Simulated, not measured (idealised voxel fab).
Herein follows the process module entitled voxel self aligned vias.
For reference, the cross-section in this document is cut, with width 260 nm and square cells of 5 nm.
Cross-sections here: square-cell grids, written as top-down lists of bands, a band being one or more rows of cells.
Within each band entry, the heights of the top and of the bottom of the band appear first, in that order and in nm; the materials of the band then follow from left to right, each with its corresponding width in nm. The designation "everywhere" on a single material indicates that it fills the band from edge to edge; the designation "blank" indicates empty space.
Basically, 0 is our baseline, since under it the wafer straight out of the box is all one material. The bottom band has no lower end and keeps on going down, so it looks like "0..down".
The notation "30 to 40" denotes a width that varies across the rows of cells in the band, beginning at the first number in the top row, finishing at the second number in the bottom row, and changing by an identical amount from each row to the next.
Basically "same as before" means that step didn't change any cell in the cross-section.
"Trapped void list": empty spaces of 8 cells or more with no open way to the top, each given as width x height at distance, distance from the left edge, all in nm.
It should be noted that, on the line of a given step, the content following the step's settings is a remark produced by the simulator itself with respect to that step.
overlay nm: mask right of planned place by this much (step with mask). Neg. = left.

Planned process steps
1) RECEIVE (material Si)
2) CONFORMAL_DEP (material SiO2; thk nm 10)
3) CONFORMAL_DEP (material SiCN; thk nm 5)
4) DIRECTIONAL_DEP (material SiO2; thk nm 30)
5) MASKED_ETCH (tone open; mask id LINES; width nm 20; pitch nm 55; etch materials SiO2; depth nm 30; overlay nm 0)
6) CONFORMAL_DEP (material TiN; thk nm 5)
7) FILL_DEP (material Ru; thk nm 5)
8) CMP (height nm 45)
9) SELECTIVE_ETCH (etch materials W Ru TiN; depth nm 5)
10) FILL_DEP (material SiN; thk nm 5)
11) CMP (height nm 45)
12) DIRECTIONAL_DEP (material SiO2; thk nm 15)
13) MASKED_ETCH (tone open; mask id VIAS; width nm 30; pitch nm 55; etch materials SiO2; depth nm 15; overlay nm 0)
14) MASKED_ETCH (tone open; mask id VIAS; width nm 30; pitch nm 55; etch materials SiN; depth nm 5; overlay nm 0)
15) CONFORMAL_DEP (material TiN; thk nm 5)
16) FILL_DEP (material Cu; thk nm 10)
17) CMP (height nm 60)
18) CONFORMAL_DEP (material SiN; thk nm 5)

As received (post step 1): cross-section
	0..down  Si everywhere
	Trapped void list: none

Cross-section, end of module. Start: as above. Plan: as above. Execution: one mistake
	65..60  SiN everywhere
	60..50  55 SiO2; 5 TiN; 30 Cu; 5 TiN; 15 SiO2; 5 TiN; 30 Cu; 5 TiN; 15 SiO2; 5 TiN; 30 Cu; 5 TiN; 55 SiO2
	50..45  55 SiO2; 15 TiN; 10 Cu; 15 TiN; 15 SiO2; 15 TiN; 10 Cu; 15 TiN; 15 SiO2; 15 TiN; 10 Cu; 15 TiN; 55 SiO2
	45..40  65 SiO2; 20 TiN; 35 SiO2; 20 TiN; 35 SiO2; 20 TiN; 65 SiO2
	40..20  65 SiO2; 5 TiN; 10 Ru; 5 TiN; 35 SiO2; 5 TiN; 10 Ru; 5 TiN; 35 SiO2; 5 TiN; 10 Ru; 5 TiN; 65 SiO2
	20..15  65 SiO2; 20 TiN; 35 SiO2; 20 TiN; 35 SiO2; 20 TiN; 65 SiO2
	15..10  SiCN everywhere
	10..0  SiO2 everywhere
	0..down  Si everywhere
	Trapped void list: none
Run error: heads up, step 13 didn't go per plan, it actually ran as MASKED_ETCH (tone open; mask id VIAS; width nm 40; pitch nm 55; etch materials SiO2; depth nm 15; overlay nm 0)
